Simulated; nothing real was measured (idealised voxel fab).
The name of this process module is voxel gate over fins.
Cross-sectional view cut (width: 290 nm; square cell size: 5 nm).
A cross-section is written here as square cells arranged in a grid, and it is given in bands from the top down, each band taking up one or more rows of cells. The band entry comprises the height of the band's top followed by the height of its bottom, expressed in nm, and subsequently the band's materials from left to right, each stated together with its width in nm. Where a single material is marked with the word "everywhere", that material fills the band from edge to edge. The word "blank" represents empty space. Basically, 0 is our baseline, since under it the wafer straight out of the box is all one material. The bottom band has no lower end and keeps on going down, so it looks like "0 and below". Width spec "30 to 40" -> top row of cells at first value, bottom row at second value, equal per-row change in between. "nothing got changed" means the step left every cell of the cross-section as it was. "Catalogued sealed voids" - sealed voids, min. 8 cells, no opening to top; format: width x height at distance (distance from left edge; nm throughout). Where a step's line continues beyond its settings, the continuation is a remark by the simulator itself on that step. overlay nm: for a step with a mask, the amount by which the mask lay right of where it was planned; a negative amount means left of it.

**Below is the list of planned process steps**
- 1: RECEIVE,material Si
- 2: CONFORMAL_DEP,material SiN,thk nm 5
- 3: MASKED_ETCH,tone cover,mask id FINS,width nm 15,pitch nm 35,etch materials SiN,depth nm 5,overlay nm 0
- 4: MASKED_ETCH,tone cover,mask id FINS,width nm 15,pitch nm 35,etch materials Si,depth nm 35,overlay nm 0
- 5: FILL_DEP,material SiO2,thk nm 5
- 6: CMP,height nm 5
- 7: SELECTIVE_ETCH,etch materials SiO2,depth nm 15
- 8: STRIP,etch materials SiN
- 9: CONFORMAL_DEP,material HfO2,thk nm 5
- 10: CONFORMAL_DEP,material TiN,thk nm 5
- 11: FILL_DEP,material W,thk nm 15
- 12: CMP,height nm 20
- 13: CONFORMAL_DEP,material SiCN,thk nm 5

**Wafer, first of two, run as planned**

**The cross-section here shows the wafer as received, i.e. in its state after step 1**
	0 and below | Si everywhere
	Catalogued sealed voids: none

**Wafer section view after processing step 2**
	5 down to 0 | SiN everywhere
	Below 0, no change.

**Wafer section view after processing step 3**
	5 down to 0 | 120 blank | 15 SiN | 20 blank | 15 SiN | 120 blank
	Below 0, no change.

**Wafer section view after processing step 4**
	5 down to 0 | 120 blank | 15 SiN | 20 blank | 15 SiN | 120 blank
	0 down to -35 | 120 blank | 15 Si | 20 blank | 15 Si | 120 blank
	Below -35, no change.

**Wafer section view after processing step 5**
	10 down to 5 | SiO2 everywhere
	5 down to 0 | 120 SiO2 | 15 SiN | 20 SiO2 | 15 SiN | 120 SiO2
	0 down to -35 | 120 SiO2 | 15 Si | 20 SiO2 | 15 Si | 120 SiO2
	Below -35, no change.

**Wafer section view after processing step 6**
	5 down to 0 | 120 SiO2 | 15 SiN | 20 SiO2 | 15 SiN | 120 SiO2
	Below 0, no change.

**Wafer section view after processing step 7**
	5 down to 0 | 120 blank | 15 SiN | 20 blank | 15 SiN | 120 blank
	0 down to -10 | 120 blank | 15 Si | 20 blank | 15 Si | 120 blank
	Below -10, no change.

**Wafer section view after processing step 8**
	0 down to -10 | 120 blank | 15 Si | 20 blank | 15 Si | 120 blank
	Below -10, no change.

**Wafer section view after processing step 9**
	5 down to 0 | 115 blank | 25 HfO2 | 10 blank | 25 HfO2 | 115 blank
	0 down to -5 | 115 blank | 5 HfO2 | 15 Si | 5 HfO2 | 10 blank | 5 HfO2 | 15 Si | 5 HfO2 | 115 blank
	-5 down to -10 | 120 HfO2 | 15 Si | 20 HfO2 | 15 Si | 120 HfO2
	Below -10, no change.

**Wafer section view after processing step 10**
	10 down to 5 | 110 blank | 70 TiN | 110 blank
	5 down to 0 | 110 blank | 5 TiN | 25 HfO2 | 10 TiN | 25 HfO2 | 5 TiN | 110 blank
	0 down to -5 | 115 TiN | 5 HfO2 | 15 Si | 5 HfO2 | 10 TiN | 5 HfO2 | 15 Si | 5 HfO2 | 115 TiN
	Below -5, no change.

**Wafer section view after processing step 11**
	25 down to 10 | W everywhere
	10 down to 5 | 110 W | 70 TiN | 110 W
	5 down to 0 | 110 W | 5 TiN | 25 HfO2 | 10 TiN | 25 HfO2 | 5 TiN | 110 W
	Below 0, no change.

**Wafer section view after processing step 12**
	20 down to 10 | W everywhere
	Below 10, no change.

**Wafer section view after processing step 13**
	25 down to 20 | SiCN everywhere
	Below 20, no change.

**Notes, second wafer: start = first wafer's, plan = first wafer's, execution had one mistake; history identical to first through step 8**

Second wafer, cut view, end of step 9 per plan: nothing got changed

**Second wafer, cut view, end of step 10 per plan**
	5 down to 0 | 115 blank | 25 TiN | 10 blank | 25 TiN | 115 blank
	0 down to -5 | 115 blank | 5 TiN | 15 Si | 5 TiN | 10 blank | 5 TiN | 15 Si | 5 TiN | 115 blank
	-5 down to -10 | 120 TiN | 15 Si | 20 TiN | 15 Si | 120 TiN
	Below -10, no change.

**Second wafer, cut view, end of step 11 per plan**
	20 down to 5 | W everywhere
	5 down to 0 | 115 W | 25 TiN | 10 W | 25 TiN | 115 W
	0 down to -5 | 115 W | 5 TiN | 15 Si | 5 TiN | 10 W | 5 TiN | 15 Si | 5 TiN | 115 W
	Below -5, no change.

Second wafer, cut view, end of step 12 per plan: nothing got changed

**Second wafer, cut view, end of step 13 per plan**
	25 down to 20 | SiCN everywhere
	Below 20, no change.
Where did the run depart from the plan? the plan's step 9 was left out and never carried out
It is noted that, at the conclusion of processing, the second wafer exhibits a higher or lower cell count for certain materials relative to the first: -66 HfO2; +66 W
